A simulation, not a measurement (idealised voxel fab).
Name of the process module below: voxel released beams
Square cells of 5 nm make up the cross-section cut, whose width is 220 nm.
We lay out every cross-section as a grid of square cells and spell it out in bands from the top down, where one band means one or more rows of cells. Quick guide to a band line: top height, bottom height (nm) up front; then every material left to right with its width in nm. Only one material and it's marked "throughout"? Then it fills the band edge to edge. And "air" just means empty space. Beneath 0, the wafer as received is one material, and that level is where height counting begins. The lowest band goes on downward without a bottom; it is written like "from 0 down". When a width is written as two numbers, as in "30 to 40", the first number is the width in the top row of cells of the band and the second is the width in its bottom row, and the width changes by the same amount from each row to the next. Key: "remained the same" - step with no changed cell in the cross-section. Enclosed voids (no open way to top), threshold 8 cells or more, entry "Sealed void listing", notation width x height at distance, distance from left edge, nm. It should be noted that, on the line of a given step, the content following the step's settings is a remark produced by the simulator itself with respect to that step. "overlay nm" denotes, for a step that has a mask, the displacement of the mask to the right of its planned place, with negative values corresponding to the left.
[Process steps foreseen in the plan]
- 1: RECEIVE: material Si
- 2: CONFORMAL_DEP: material Al2O3, thk nm 10
- 3: DIRECTIONAL_DEP: material SiO2, thk nm 10
- 4: PATTERN: tone open, mask id ANCHOR, material resist, width nm 35, thk nm 15, overlay nm 0
- 5: DIRECTIONAL_ETCH: etch materials SiO2, depth nm 10
- 6: STRIP: etch materials resist
- 7: CONFORMAL_DEP: material polySi, thk nm 15
- 8: DIRECTIONAL_DEP: material aC, thk nm 15
- 9: PATTERN: tone cover, mask id BEAM, material resist, width nm 85, thk nm 30, overlay nm 0
- 10: DIRECTIONAL_ETCH: etch materials aC, depth nm 15
- 11: STRIP: etch materials resist
- 12: DIRECTIONAL_ETCH: etch materials polySi, depth nm 15
- 13: STRIP: etch materials aC
- 14: STRIP: etch materials SiO2
[So this is the incoming wafer in cross-section - it's already been through step 1]
* from 0 down: Si throughout
* Sealed void listing: none
[Wafer at module end, in section. Began as above, planned as above, run with one mistake]
* from 25 to 15: air 65 nm, polySi 20 nm, air 5 nm, polySi 60 nm, air 70 nm
* from 15 to 10: air 65 nm, polySi 85 nm, air 70 nm
* from 10 to 0: air 70 nm, polySi 35 nm, air 115 nm
* from 0 down: Si throughout
* Sealed void listing: none
Heads up, the wafer didn't run the way we planned it: plan step 2 skipped
